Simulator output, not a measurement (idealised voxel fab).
The process module that follows is named voxel ribs on slabs.
Shown is cross-section cut, with a width of 270 nm and square cells of size 5 nm.
In what follows, cross-sections appear as grids of square cells, described through bands that run from the top down, where every band is one or more rows of cells. Top, bottom (nm), then materials left to right with widths (nm); lone material tagged "full width" fills the whole band edge to edge; "air" = empty space. Note: height 0 marks the level under which the wafer is uniformly one material as received. Lowest band unbounded below, written "z 0 and below". The width entry "30..40" should be interpreted row by row: the top row of cells in the band takes the first number, the bottom row takes the second number, and the change between adjacent rows is uniform throughout. Key: "nothing was modified" - step with no changed cell in the cross-section. What "Non-vented voids" gives you is every empty space of 8 cells or more that is cut off from the top. Each appears as width x height at distance, with the distance taken from the left edge and width, height and distance all in nm. Anything after a step's settings on that line? It's the simulator's own note about the step. overlay nm: on a step with a mask, how far right of its planned place the mask lay; negative means left. From here on the document is pairs. In a pair, the cross-section before one process step comes with the cross-section after it, and the latter goes no deeper than the lowest band that changed. What lies in between, the step and its settings, is written under the pair. A pair may be from a different run of this module on the same starting wafer than the pair above it, so it continues from that pair only where its entry headed "Pre-process" says so.

## Pre-process
- z 0 and below: Si full width
- Non-vented voids: none

## Cut View, Post-Step
- z 20 to 0: SiO2 full width
- For the remainder of the cross-section, below 0, there is no change.
- Non-vented voids: none
the step between: DIRECTIONAL_DEP with material SiO2, thk nm 20

Pre-process: The initial state for this step is given by the after cross-section of the immediately preceding pair.

## Cut View, Post-Step
- z 40 to 20: polySi full width
- For the remainder of the cross-section, below 20, there is no change.
- Non-vented voids: none
the step between: DIRECTIONAL_DEP with material polySi, thk nm 20

Pre-process: The initial state for this step is given by the after cross-section of the immediately preceding pair.

## Cut View, Post-Step
- z 50 to 40: aC full width
- For the remainder of the cross-section, below 40, there is no change.
- Non-vented voids: none
the step between: DIRECTIONAL_DEP with material aC, thk nm 10

Pre-process: The initial state for this step is given by the after cross-section of the immediately preceding pair.

## Cut View, Post-Step
- z 80 to 50: 125 of air, 20 of resist, 125 of air
- For the remainder of the cross-section, below 50, there is no change.
- Non-vented voids: none
the step between: PATTERN with tone cover, mask id RIB, material resist, width nm 20, thk nm 30, overlay nm 0

Pre-process: The initial state for this step is given by the after cross-section of the immediately preceding pair.

## Cut View, Post-Step
- z 70 to 50: 125 of air, 20 of resist, 125 of air
- z 50 to 40: 125 of air, 20 of aC, 125 of air
- For the remainder of the cross-section, below 40, there is no change.
- Non-vented voids: none
the step between: DIRECTIONAL_ETCH with etch materials aC, depth nm 10

Pre-process: The initial state for this step is given by the after cross-section of the immediately preceding pair.

## Cut View, Post-Step
- z 50 to 40: 125 of air, 20 of aC, 125 of air
- For the remainder of the cross-section, below 40, there is no change.
- Non-vented voids: none
the step between: STRIP with etch materials resist

Pre-process: The initial state for this step is given by the after cross-section of the immediately preceding pair.

## Cut View, Post-Step
- z 50 to 40: 125 of air, 20 of aC, 125 of air
- z 40 to 25: 125 of air, 20 of polySi, 125 of air
- For the remainder of the cross-section, below 25, there is no change.
- Non-vented voids: none
the step between: DIRECTIONAL_ETCH with etch materials polySi, depth nm 15

Pre-process: The initial state for this step is given by the after cross-section of the immediately preceding pair.

## Cut View, Post-Step
- z 40 to 25: 125 of air, 20 of polySi, 125 of air
- For the remainder of the cross-section, below 25, there is no change.
- Non-vented voids: none
the step between: STRIP with etch materials aC

Pre-process: The initial state for this step is given by the after cross-section of the immediately preceding pair.

## Cut View, Post-Step
- z 55 to 40: 105 of air, 60 of resist, 105 of air
- z 40 to 25: 105 of air, 20 of resist, 20 of polySi, 20 of resist, 105 of air
- For the remainder of the cross-section, below 25, there is no change.
- Non-vented voids: none
the step between: PATTERN with tone cover, mask id SLAB, material resist, width nm 60, thk nm 15, overlay nm 0

Pre-process: The initial state for this step is given by the after cross-section of the immediately preceding pair.

## Cut View, Post-Step
- z 55 to 40: 105 of air, 60 of resist, 105 of air
- z 40 to 25: 105 of air, 20 of resist, 20 of polySi, 20 of resist, 105 of air
- z 25 to 20: 105 of air, 60 of polySi, 105 of air
- For the remainder of the cross-section, below 20, there is no change.
- Non-vented voids: none
the step between: DIRECTIONAL_ETCH with etch materials polySi, depth nm 5

Pre-process: The initial state for this step is given by the after cross-section of the immediately preceding pair.

## Cut View, Post-Step
- z 40 to 25: 125 of air, 20 of polySi, 125 of air
- For the remainder of the cross-section, below 25, there is no change.
- Non-vented voids: none
the step between: STRIP with etch materials resist

Pre-process: The initial state for this step is given by the after cross-section of the immediately preceding pair.

## Cut View, Post-Step
- z 65 to 40: SiO2 full width
- z 40 to 25: 125 of SiO2, 20 of polySi, 125 of SiO2
- z 25 to 20: 105 of SiO2, 60 of polySi, 105 of SiO2
- For the remainder of the cross-section, below 20, there is no change.
- Non-vented voids: none
the step between: FILL_DEP with material SiO2, thk nm 25

Pre-process: The initial state for this step is given by the after cross-section of the immediately preceding pair.

## Cut View, Post-Step
- z 55 to 40: SiO2 full width
- For the remainder of the cross-section, below 40, there is no change.
- Non-vented voids: none
the step between: CMP with height nm 55

Pre-process: The initial state for this step is given by the after cross-section of the immediately preceding pair.

## Cut View, Post-Step
- z 60 to 55: W full width
- For the remainder of the cross-section, below 55, there is no change.
- Non-vented voids: none
the step between: DIRECTIONAL_DEP with material W, thk nm 5

Pre-process: The initial state for this step is given by the after cross-section of the immediately preceding pair.

## Cut View, Post-Step
- z 80 to 60: 120 of air, 30 of resist, 120 of air
- For the remainder of the cross-section, below 60, there is no change.
- Non-vented voids: none
the step between: PATTERN with tone cover, mask id HEATER, material resist, width nm 30, thk nm 20, overlay nm 0

Pre-process: The initial state for this step is given by the after cross-section of the immediately preceding pair.

## Cut View, Post-Step
- z 80 to 60: 120 of air, 30 of resist, 120 of air
- z 60 to 55: 120 of air, 30 of W, 120 of air
- For the remainder of the cross-section, below 55, there is no change.
- Non-vented voids: none
the step between: DIRECTIONAL_ETCH with etch materials W, depth nm 5

Pre-process: The initial state for this step is given by the after cross-section of the immediately preceding pair.

## Cut View, Post-Step
- z 60 to 55: 120 of air, 30 of W, 120 of air
- For the remainder of the cross-section, below 55, there is no change.
- Non-vented voids: none
the step between: STRIP with etch materials resist

Pre-process: The initial state for this step is given by the after cross-section of the immediately preceding pair.

## Cut View, Post-Step
- z 65 to 60: 115 of air, 40 of SiN, 115 of air
- z 60 to 55: 120 of SiN, 30 of W, 120 of SiN
- For the remainder of the cross-section, below 55, there is no change.
- Non-vented voids: none
the step between: CONFORMAL_DEP with material SiN, thk nm 5

## Pre-process
- z 20 to 0: SiO2 full width
- z 0 and below: Si full width
- Non-vented voids: none

## Cut View, Post-Step
- z 40 to 0: SiO2 full width
- For the remainder of the cross-section, below 0, there is no change.
- Non-vented voids: none
the step between: DIRECTIONAL_DEP with material SiO2, thk nm 20

Pre-process: The initial state for this step is given by the after cross-section of the immediately preceding pair.

## Cut View, Post-Step
- z 60 to 40: polySi full width
- For the remainder of the cross-section, below 40, there is no change.
- Non-vented voids: none
the step between: DIRECTIONAL_DEP with material polySi, thk nm 20

Pre-process: The initial state for this step is given by the after cross-section of the immediately preceding pair.

## Cut View, Post-Step
- z 70 to 60: aC full width
- For the remainder of the cross-section, below 60, there is no change.
- Non-vented voids: none
the step between: DIRECTIONAL_DEP with material aC, thk nm 10

Pre-process: The initial state for this step is given by the after cross-section of the immediately preceding pair.

## Cut View, Post-Step
- z 100 to 70: 125 of air, 20 of resist, 125 of air
- For the remainder of the cross-section, below 70, there is no change.
- Non-vented voids: none
the step between: PATTERN with tone cover, mask id RIB, material resist, width nm 20, thk nm 30, overlay nm 0

Pre-process: The initial state for this step is given by the after cross-section of the immediately preceding pair.

## Cut View, Post-Step
- z 90 to 70: 125 of air, 20 of resist, 125 of air
- z 70 to 60: 125 of air, 20 of aC, 125 of air
- For the remainder of the cross-section, below 60, there is no change.
- Non-vented voids: none
the step between: DIRECTIONAL_ETCH with etch materials aC, depth nm 10

Pre-process: The initial state for this step is given by the after cross-section of the immediately preceding pair.

## Cut View, Post-Step
- z 70 to 60: 125 of air, 20 of aC, 125 of air
- For the remainder of the cross-section, below 60, there is no change.
- Non-vented voids: none
the step between: STRIP with etch materials resist

Pre-process: The initial state for this step is given by the after cross-section of the immediately preceding pair.

## Cut View, Post-Step
- z 70 to 60: 125 of air, 20 of aC, 125 of air
- z 60 to 45: 125 of air, 20 of polySi, 125 of air
- For the remainder of the cross-section, below 45, there is no change.
- Non-vented voids: none
the step between: DIRECTIONAL_ETCH with etch materials polySi, depth nm 15

Pre-process: The initial state for this step is given by the after cross-section of the immediately preceding pair.

## Cut View, Post-Step
- z 60 to 45: 125 of air, 20 of polySi, 125 of air
- For the remainder of the cross-section, below 45, there is no change.
- Non-vented voids: none
the step between: STRIP with etch materials aC

Pre-process: The initial state for this step is given by the after cross-section of the immediately preceding pair.

## Cut View, Post-Step
- z 75 to 60: 105 of air, 60 of resist, 105 of air
- z 60 to 45: 105 of air, 20 of resist, 20 of polySi, 20 of resist, 105 of air
- For the remainder of the cross-section, below 45, there is no change.
- Non-vented voids: none
the step between: PATTERN with tone cover, mask id SLAB, material resist, width nm 60, thk nm 15, overlay nm 0

Pre-process: The initial state for this step is given by the after cross-section of the immediately preceding pair.

## Cut View, Post-Step
- z 75 to 60: 105 of air, 60 of resist, 105 of air
- z 60 to 45: 105 of air, 20 of resist, 20 of polySi, 20 of resist, 105 of air
- z 45 to 40: 105 of air, 60 of polySi, 105 of air
- For the remainder of the cross-section, below 40, there is no change.
- Non-vented voids: none
the step between: DIRECTIONAL_ETCH with etch materials polySi, depth nm 5

Pre-process: The initial state for this step is given by the after cross-section of the immediately preceding pair.

## Cut View, Post-Step
- z 60 to 45: 125 of air, 20 of polySi, 125 of air
- For the remainder of the cross-section, below 45, there is no change.
- Non-vented voids: none
the step between: STRIP with etch materials resist

Pre-process: The initial state for this step is given by the after cross-section of the immediately preceding pair.

## Cut View, Post-Step
- z 85 to 60: SiO2 full width
- z 60 to 45: 125 of SiO2, 20 of polySi, 125 of SiO2
- z 45 to 40: 105 of SiO2, 60 of polySi, 105 of SiO2
- For the remainder of the cross-section, below 40, there is no change.
- Non-vented voids: none
the step between: FILL_DEP with material SiO2, thk nm 25

Pre-process: The initial state for this step is given by the after cross-section of the immediately preceding pair.

## Cut View, Post-Step
- z 55 to 45: 125 of SiO2, 20 of polySi, 125 of SiO2
- For the remainder of the cross-section, below 45, there is no change.
- Non-vented voids: none
the step between: CMP with height nm 55

Pre-process: The initial state for this step is given by the after cross-section of the immediately preceding pair.

## Cut View, Post-Step
- z 60 to 55: W full width
- For the remainder of the cross-section, below 55, there is no change.
- Non-vented voids: none
the step between: DIRECTIONAL_DEP with material W, thk nm 5

Pre-process: The initial state for this step is given by the after cross-section of the immediately preceding pair.

## Cut View, Post-Step
- z 80 to 60: 120 of air, 30 of resist, 120 of air
- For the remainder of the cross-section, below 60, there is no change.
- Non-vented voids: none
the step between: PATTERN with tone cover, mask id HEATER, material resist, width nm 30, thk nm 20, overlay nm 0

Pre-process: The initial state for this step is given by the after cross-section of the immediately preceding pair.

## Cut View, Post-Step
- z 80 to 60: 120 of air, 30 of resist, 120 of air
- z 60 to 55: 120 of air, 30 of W, 120 of air
- For the remainder of the cross-section, below 55, there is no change.
- Non-vented voids: none
the step between: DIRECTIONAL_ETCH with etch materials W, depth nm 5

Pre-process: The initial state for this step is given by the after cross-section of the immediately preceding pair.

## Cut View, Post-Step
- z 60 to 55: 120 of air, 30 of W, 120 of air
- For the remainder of the cross-section, below 55, there is no change.
- Non-vented voids: none
the step between: STRIP with etch materials resist

Pre-process: The initial state for this step is given by the after cross-section of the immediately preceding pair.

## Cut View, Post-Step
- z 65 to 60: 115 of air, 40 of SiN, 115 of air
- z 60 to 55: 120 of SiN, 30 of W, 120 of SiN
- For the remainder of the cross-section, below 55, there is no change.
- Non-vented voids: none
the step between: CONFORMAL_DEP with material SiN, thk nm 5

## Pre-process
- z 20 to 0: SiO2 full width
- z 0 and below: Si full width
- Non-vented voids: none

## Cut View, Post-Step
- z 30 to 20: aC full width
- For the remainder of the cross-section, below 20, there is no change.
- Non-vented voids: none
the step between: DIRECTIONAL_DEP with material aC, thk nm 10

Pre-process: The initial state for this step is given by the after cross-section of the immediately preceding pair.

## Cut View, Post-Step
- z 50 to 30: polySi full width
- For the remainder of the cross-section, below 30, there is no change.
- Non-vented voids: none
the step between: DIRECTIONAL_DEP with material polySi, thk nm 20

Pre-process: The initial state for this step is given by the after cross-section of the immediately preceding pair.

## Cut View, Post-Step
- z 80 to 50: 125 of air, 20 of resist, 125 of air
- For the remainder of the cross-section, below 50, there is no change.
- Non-vented voids: none
the step between: PATTERN with tone cover, mask id RIB, material resist, width nm 20, thk nm 30, overlay nm 0

Pre-process: The initial state for this step is given by the after cross-section of the immediately preceding pair.

## Cut View, Post-Step
- z 70 to 50: 125 of air, 20 of resist, 125 of air
- For the remainder of the cross-section, below 50, there is no change.
- Non-vented voids: none
the step between: DIRECTIONAL_ETCH with etch materials aC, depth nm 10

Pre-process: The initial state for this step is given by the after cross-section of the immediately preceding pair.

## Cut View, Post-Step
- z 50 to 30: polySi full width
- For the remainder of the cross-section, below 30, there is no change.
- Non-vented voids: none
the step between: STRIP with etch materials resist

Pre-process: The initial state for this step is given by the after cross-section of the immediately preceding pair.

## Cut View, Post-Step
- z 35 to 30: polySi full width
- For the remainder of the cross-section, below 30, there is no change.
- Non-vented voids: none
the step between: DIRECTIONAL_ETCH with etch materials polySi, depth nm 15

Pre-process: The initial state for this step is given by the after cross-section of the immediately preceding pair.

## Cut View, Post-Step
- z 50 to 35: 105 of air, 60 of resist, 105 of air
- For the remainder of the cross-section, below 35, there is no change.
- Non-vented voids: none
the step between: PATTERN with tone cover, mask id SLAB, material resist, width nm 60, thk nm 15, overlay nm 0

Pre-process: The initial state for this step is given by the after cross-section of the immediately preceding pair.

## Cut View, Post-Step
- z 50 to 35: 105 of air, 60 of resist, 105 of air
- z 35 to 30: 105 of air, 60 of polySi, 105 of air
- For the remainder of the cross-section, below 30, there is no change.
- Non-vented voids: none
the step between: DIRECTIONAL_ETCH with etch materials polySi, depth nm 5

Pre-process: The initial state for this step is given by the after cross-section of the immediately preceding pair.

## Cut View, Post-Step
- z 35 to 30: 105 of air, 60 of polySi, 105 of air
- For the remainder of the cross-section, below 30, there is no change.
- Non-vented voids: none
the step between: STRIP with etch materials resist

Pre-process: The initial state for this step is given by the after cross-section of the immediately preceding pair.

## Cut View, Post-Step
- z 60 to 35: SiO2 full width
- z 35 to 30: 105 of SiO2, 60 of polySi, 105 of SiO2
- For the remainder of the cross-section, below 30, there is no change.
- Non-vented voids: none
the step between: FILL_DEP with material SiO2, thk nm 25

Pre-process: The initial state for this step is given by the after cross-section of the immediately preceding pair.

## Cut View, Post-Step
- z 55 to 35: SiO2 full width
- For the remainder of the cross-section, below 35, there is no change.
- Non-vented voids: none
the step between: CMP with height nm 55

Pre-process: The initial state for this step is given by the after cross-section of the immediately preceding pair.

## Cut View, Post-Step
- z 60 to 55: W full width
- For the remainder of the cross-section, below 55, there is no change.
- Non-vented voids: none
the step between: DIRECTIONAL_DEP with material W, thk nm 5

Pre-process: The initial state for this step is given by the after cross-section of the immediately preceding pair.

## Cut View, Post-Step
- z 80 to 60: 120 of air, 30 of resist, 120 of air
- For the remainder of the cross-section, below 60, there is no change.
- Non-vented voids: none
the step between: PATTERN with tone cover, mask id HEATER, material resist, width nm 30, thk nm 20, overlay nm 0

Pre-process: The initial state for this step is given by the after cross-section of the immediately preceding pair.

## Cut View, Post-Step
- z 80 to 60: 120 of air, 30 of resist, 120 of air
- z 60 to 55: 120 of air, 30 of W, 120 of air
- For the remainder of the cross-section, below 55, there is no change.
- Non-vented voids: none
the step between: DIRECTIONAL_ETCH with etch materials W, depth nm 5

Pre-process: The initial state for this step is given by the after cross-section of the immediately preceding pair.

## Cut View, Post-Step
- z 60 to 55: 120 of air, 30 of W, 120 of air
- For the remainder of the cross-section, below 55, there is no change.
- Non-vented voids: none
the step between: STRIP with etch materials resist

Pre-process: The initial state for this step is given by the after cross-section of the immediately preceding pair.

## Cut View, Post-Step
- z 65 to 60: 115 of air, 40 of SiN, 115 of air
- z 60 to 55: 120 of SiN, 30 of W, 120 of SiN
- For the remainder of the cross-section, below 55, there is no change.
- Non-vented voids: none
the step between: CONFORMAL_DEP with material SiN, thk nm 5

## Pre-process
- z 0 and below: Si full width
- Non-vented voids: none

## Cut View, Post-Step
- z 25 to 0: SiO2 full width
- For the remainder of the cross-section, below 0, there is no change.
- Non-vented voids: none
the step between: DIRECTIONAL_DEP with material SiO2, thk nm 25

Pre-process: The initial state for this step is given by the after cross-section of the immediately preceding pair.

## Cut View, Post-Step
- z 45 to 25: polySi full width
- For the remainder of the cross-section, below 25, there is no change.
- Non-vented voids: none
the step between: DIRECTIONAL_DEP with material polySi, thk nm 20

Pre-process: The initial state for this step is given by the after cross-section of the immediately preceding pair.

## Cut View, Post-Step
- z 55 to 45: aC full width
- For the remainder of the cross-section, below 45, there is no change.
- Non-vented voids: none
the step between: DIRECTIONAL_DEP with material aC, thk nm 10

Pre-process: The initial state for this step is given by the after cross-section of the immediately preceding pair.

## Cut View, Post-Step
- z 85 to 55: 125 of air, 20 of resist, 125 of air
- For the remainder of the cross-section, below 55, there is no change.
- Non-vented voids: none
the step between: PATTERN with tone cover, mask id RIB, material resist, width nm 20, thk nm 30, overlay nm 0

Pre-process: The initial state for this step is given by the after cross-section of the immediately preceding pair.

## Cut View, Post-Step
- z 75 to 55: 125 of air, 20 of resist, 125 of air
- z 55 to 45: 125 of air, 20 of aC, 125 of air
- For the remainder of the cross-section, below 45, there is no change.
- Non-vented voids: none
the step between: DIRECTIONAL_ETCH with etch materials aC, depth nm 10

Pre-process: The initial state for this step is given by the after cross-section of the immediately preceding pair.

## Cut View, Post-Step
- z 55 to 45: 125 of air, 20 of aC, 125 of air
- For the remainder of the cross-section, below 45, there is no change.
- Non-vented voids: none
the step between: STRIP with etch materials resist

Pre-process: The initial state for this step is given by the after cross-section of the immediately preceding pair.

## Cut View, Post-Step
- z 55 to 45: 125 of air, 20 of aC, 125 of air
- z 45 to 30: 125 of air, 20 of polySi, 125 of air
- For the remainder of the cross-section, below 30, there is no change.
- Non-vented voids: none
the step between: DIRECTIONAL_ETCH with etch materials polySi, depth nm 15

Pre-process: The initial state for this step is given by the after cross-section of the immediately preceding pair.

## Cut View, Post-Step
- z 45 to 30: 125 of air, 20 of polySi, 125 of air
- For the remainder of the cross-section, below 30, there is no change.
- Non-vented voids: none
the step between: STRIP with etch materials aC

Pre-process: The initial state for this step is given by the after cross-section of the immediately preceding pair.

## Cut View, Post-Step
- z 60 to 45: 105 of air, 60 of resist, 105 of air
- z 45 to 30: 105 of air, 20 of resist, 20 of polySi, 20 of resist, 105 of air
- For the remainder of the cross-section, below 30, there is no change.
- Non-vented voids: none
the step between: PATTERN with tone cover, mask id SLAB, material resist, width nm 60, thk nm 15, overlay nm 0

Pre-process: The initial state for this step is given by the after cross-section of the immediately preceding pair.

## Cut View, Post-Step
- z 60 to 45: 105 of air, 60 of resist, 105 of air
- z 45 to 30: 105 of air, 20 of resist, 20 of polySi, 20 of resist, 105 of air
- z 30 to 25: 105 of air, 60 of polySi, 105 of air
- For the remainder of the cross-section, below 25, there is no change.
- Non-vented voids: none
the step between: DIRECTIONAL_ETCH with etch materials polySi, depth nm 5

Pre-process: The initial state for this step is given by the after cross-section of the immediately preceding pair.

## Cut View, Post-Step
- z 45 to 30: 125 of air, 20 of polySi, 125 of air
- For the remainder of the cross-section, below 30, there is no change.
- Non-vented voids: none
the step between: STRIP with etch materials resist

Pre-process: The initial state for this step is given by the after cross-section of the immediately preceding pair.

## Cut View, Post-Step
- z 70 to 45: SiO2 full width
- z 45 to 30: 125 of SiO2, 20 of polySi, 125 of SiO2
- z 30 to 25: 105 of SiO2, 60 of polySi, 105 of SiO2
- For the remainder of the cross-section, below 25, there is no change.
- Non-vented voids: none
the step between: FILL_DEP with material SiO2, thk nm 25

Pre-process: The initial state for this step is given by the after cross-section of the immediately preceding pair.

## Cut View, Post-Step
- z 55 to 45: SiO2 full width
- For the remainder of the cross-section, below 45, there is no change.
- Non-vented voids: none
the step between: CMP with height nm 55

Pre-process: The initial state for this step is given by the after cross-section of the immediately preceding pair.

## Cut View, Post-Step
- z 60 to 55: W full width
- For the remainder of the cross-section, below 55, there is no change.
- Non-vented voids: none
the step between: DIRECTIONAL_DEP with material W, thk nm 5

Pre-process: The initial state for this step is given by the after cross-section of the immediately preceding pair.

## Cut View, Post-Step
- z 80 to 60: 120 of air, 30 of resist, 120 of air
- For the remainder of the cross-section, below 60, there is no change.
- Non-vented voids: none
the step between: PATTERN with tone cover, mask id HEATER, material resist, width nm 30, thk nm 20, overlay nm 0

Pre-process: The initial state for this step is given by the after cross-section of the immediately preceding pair.

## Cut View, Post-Step
- z 80 to 60: 120 of air, 30 of resist, 120 of air
- z 60 to 55: 120 of air, 30 of W, 120 of air
- For the remainder of the cross-section, below 55, there is no change.
- Non-vented voids: none
the step between: DIRECTIONAL_ETCH with etch materials W, depth nm 5

Pre-process: The initial state for this step is given by the after cross-section of the immediately preceding pair.

## Cut View, Post-Step
- z 60 to 55: 120 of air, 30 of W, 120 of air
- For the remainder of the cross-section, below 55, there is no change.
- Non-vented voids: none
the step between: STRIP with etch materials resist

Pre-process: The initial state for this step is given by the after cross-section of the immediately preceding pair.

## Cut View, Post-Step
- z 65 to 60: 115 of air, 40 of SiN, 115 of air
- z 60 to 55: 120 of SiN, 30 of W, 120 of SiN
- For the remainder of the cross-section, below 55, there is no change.
- Non-vented voids: none
the step between: CONFORMAL_DEP with material SiN, thk nm 5

## Pre-process
- z 40 to 25: 125 of air, 20 of polySi, 125 of air
- z 25 to 20: polySi full width
- z 20 to 0: SiO2 full width
- z 0 and below: Si full width
- Non-vented voids: none

## Cut View, Post-Step
- z 55 to 40: 110 of air, 50 of resist, 110 of air
- z 40 to 25: 110 of air, 15 of resist, 20 of polySi, 15 of resist, 110 of air
- For the remainder of the cross-section, below 25, there is no change.
- Non-vented voids: none
the step between: PATTERN with tone cover, mask id SLAB, material resist, width nm 50, thk nm 15, overlay nm 0

Pre-process: The initial state for this step is given by the after cross-section of the immediately preceding pair.

## Cut View, Post-Step
- z 55 to 40: 110 of air, 50 of resist, 110 of air
- z 40 to 25: 110 of air, 15 of resist, 20 of polySi, 15 of resist, 110 of air
- z 25 to 20: 110 of air, 50 of polySi, 110 of air
- For the remainder of the cross-section, below 20, there is no change.
- Non-vented voids: none
the step between: DIRECTIONAL_ETCH with etch materials polySi, depth nm 5

Pre-process: The initial state for this step is given by the after cross-section of the immediately preceding pair.

## Cut View, Post-Step
- z 40 to 25: 125 of air, 20 of polySi, 125 of air
- For the remainder of the cross-section, below 25, there is no change.
- Non-vented voids: none
the step between: STRIP with etch materials resist

Pre-process: The initial state for this step is given by the after cross-section of the immediately preceding pair.

## Cut View, Post-Step
- z 65 to 40: SiO2 full width
- z 40 to 25: 125 of SiO2, 20 of polySi, 125 of SiO2
- z 25 to 20: 110 of SiO2, 50 of polySi, 110 of SiO2
- For the remainder of the cross-section, below 20, there is no change.
- Non-vented voids: none
the step between: FILL_DEP with material SiO2, thk nm 25

Pre-process: The initial state for this step is given by the after cross-section of the immediately preceding pair.

## Cut View, Post-Step
- z 55 to 40: SiO2 full width
- For the remainder of the cross-section, below 40, there is no change.
- Non-vented voids: none
the step between: CMP with height nm 55

Pre-process: The initial state for this step is given by the after cross-section of the immediately preceding pair.

## Cut View, Post-Step
- z 60 to 55: W full width
- For the remainder of the cross-section, below 55, there is no change.
- Non-vented voids: none
the step between: DIRECTIONAL_DEP with material W, thk nm 5

Pre-process: The initial state for this step is given by the after cross-section of the immediately preceding pair.

## Cut View, Post-Step
- z 80 to 60: 120 of air, 30 of resist, 120 of air
- For the remainder of the cross-section, below 60, there is no change.
- Non-vented voids: none
the step between: PATTERN with tone cover, mask id HEATER, material resist, width nm 30, thk nm 20, overlay nm 0

Pre-process: The initial state for this step is given by the after cross-section of the immediately preceding pair.

## Cut View, Post-Step
- z 80 to 60: 120 of air, 30 of resist, 120 of air
- z 60 to 55: 120 of air, 30 of W, 120 of air
- For the remainder of the cross-section, below 55, there is no change.
- Non-vented voids: none
the step between: DIRECTIONAL_ETCH with etch materials W, depth nm 5

Pre-process: The initial state for this step is given by the after cross-section of the immediately preceding pair.

## Cut View, Post-Step
- z 60 to 55: 120 of air, 30 of W, 120 of air
- For the remainder of the cross-section, below 55, there is no change.
- Non-vented voids: none
the step between: STRIP with etch materials resist

Pre-process: The initial state for this step is given by the after cross-section of the immediately preceding pair.

## Cut View, Post-Step
- z 65 to 60: 115 of air, 40 of SiN, 115 of air
- z 60 to 55: 120 of SiN, 30 of W, 120 of SiN
- For the remainder of the cross-section, below 55, there is no change.
- Non-vented voids: none
the step between: CONFORMAL_DEP with material SiN, thk nm 5

## Pre-process
- z 60 to 55: W full width
- z 55 to 40: SiO2 full width
- z 40 to 25: 125 of SiO2, 20 of polySi, 125 of SiO2
- z 25 to 20: 105 of SiO2, 60 of polySi, 105 of SiO2
- z 20 to 0: SiO2 full width
- z 0 and below: Si full width
- Non-vented voids: none

## Cut View, Post-Step
- z 80 to 60: 130 of air, 30 of resist, 110 of air
- For the remainder of the cross-section, below 60, there is no change.
- Non-vented voids: none
the step between: PATTERN with tone cover, mask id HEATER, material resist, width nm 30, thk nm 20, overlay nm 10

Pre-process: The initial state for this step is given by the after cross-section of the immediately preceding pair.

## Cut View, Post-Step
- z 80 to 60: 130 of air, 30 of resist, 110 of air
- z 60 to 55: 130 of air, 30 of W, 110 of air
- For the remainder of the cross-section, below 55, there is no change.
- Non-vented voids: none
the step between: DIRECTIONAL_ETCH with etch materials W, depth nm 5

Pre-process: The initial state for this step is given by the after cross-section of the immediately preceding pair.

## Cut View, Post-Step
- z 60 to 55: 130 of air, 30 of W, 110 of air
- For the remainder of the cross-section, below 55, there is no change.
- Non-vented voids: none
the step between: STRIP with etch materials resist

Pre-process: The initial state for this step is given by the after cross-section of the immediately preceding pair.

## Cut View, Post-Step
- z 65 to 60: 125 of air, 40 of SiN, 105 of air
- z 60 to 55: 130 of SiN, 30 of W, 110 of SiN
- For the remainder of the cross-section, below 55, there is no change.
- Non-vented voids: none
the step between: CONFORMAL_DEP with material SiN, thk nm 5

## Pre-process
- z 60 to 55: 120 of air, 30 of W, 120 of air
- z 55 to 40: SiO2 full width
- z 40 to 25: 125 of SiO2, 20 of polySi, 125 of SiO2
- z 25 to 20: 105 of SiO2, 60 of polySi, 105 of SiO2
- z 20 to 0: SiO2 full width
- z 0 and below: Si full width
- Non-vented voids: none

## Cut View, Post-Step
- z 65 to 60: 115 of air, 40 of aC, 115 of air
- z 60 to 55: 120 of aC, 30 of W, 120 of aC
- For the remainder of the cross-section, below 55, there is no change.
- Non-vented voids: none
the step between: CONFORMAL_DEP with material aC, thk nm 5

## Pre-process
- z 50 to 40: aC full width
- z 40 to 20: polySi full width
- z 20 to 0: SiO2 full width
- z 0 and below: Si full width
- Non-vented voids: none

## Cut View, Post-Step
- z 80 to 50: 125 of resist, 20 of air, 125 of resist
- For the remainder of the cross-section, below 50, there is no change.
- Non-vented voids: none
the step between: PATTERN with tone open, mask id RIB, material resist, width nm 20, thk nm 30, overlay nm 0

Pre-process: The initial state for this step is given by the after cross-section of the immediately preceding pair.

## Cut View, Post-Step
- z 70 to 50: 125 of resist, 20 of air, 125 of resist
- z 50 to 40: 125 of aC, 20 of air, 125 of aC
- For the remainder of the cross-section, below 40, there is no change.
- Non-vented voids: none
the step between: DIRECTIONAL_ETCH with etch materials aC, depth nm 10

Pre-process: The initial state for this step is given by the after cross-section of the immediately preceding pair.

## Cut View, Post-Step
- z 50 to 40: 125 of aC, 20 of air, 125 of aC
- For the remainder of the cross-section, below 40, there is no change.
- Non-vented voids: none
the step between: STRIP with etch materials resist

Pre-process: The initial state for this step is given by the after cross-section of the immediately preceding pair.

## Cut View, Post-Step
- z 50 to 40: 125 of aC, 20 of air, 125 of aC
- z 40 to 25: 125 of polySi, 20 of air, 125 of polySi
- For the remainder of the cross-section, below 25, there is no change.
- Non-vented voids: none
the step between: DIRECTIONAL_ETCH with etch materials polySi, depth nm 15

Pre-process: The initial state for this step is given by the after cross-section of the immediately preceding pair.

## Cut View, Post-Step
- z 40 to 25: 125 of polySi, 20 of air, 125 of polySi
- For the remainder of the cross-section, below 25, there is no change.
- Non-vented voids: none
the step between: STRIP with etch materials aC

Pre-process: The initial state for this step is given by the after cross-section of the immediately preceding pair.

## Cut View, Post-Step
- z 55 to 40: 105 of air, 60 of resist, 105 of air
- z 40 to 25: 125 of polySi, 20 of resist, 125 of polySi
- For the remainder of the cross-section, below 25, there is no change.
- Non-vented voids: none
the step between: PATTERN with tone cover, mask id SLAB, material resist, width nm 60, thk nm 15, overlay nm 0

Pre-process: The initial state for this step is given by the after cross-section of the immediately preceding pair.

## Cut View, Post-Step
- z 55 to 40: 105 of air, 60 of resist, 105 of air
- z 40 to 35: 105 of air, 20 of polySi, 20 of resist, 20 of polySi, 105 of air
- For the remainder of the cross-section, below 35, there is no change.
- Non-vented voids: none
the step between: DIRECTIONAL_ETCH with etch materials polySi, depth nm 5

Pre-process: The initial state for this step is given by the after cross-section of the immediately preceding pair.

## Cut View, Post-Step
- z 40 to 35: 105 of air, 20 of polySi, 20 of air, 20 of polySi, 105 of air
- z 35 to 25: 125 of polySi, 20 of air, 125 of polySi
- For the remainder of the cross-section, below 25, there is no change.
- Non-vented voids: none
the step between: STRIP with etch materials resist

Pre-process: The initial state for this step is given by the after cross-section of the immediately preceding pair.

## Cut View, Post-Step
- z 65 to 40: SiO2 full width
- z 40 to 35: 105 of SiO2, 20 of polySi, 20 of SiO2, 20 of polySi, 105 of SiO2
- z 35 to 25: 125 of polySi, 20 of SiO2, 125 of polySi
- For the remainder of the cross-section, below 25, there is no change.
- Non-vented voids: none
the step between: FILL_DEP with material SiO2, thk nm 25
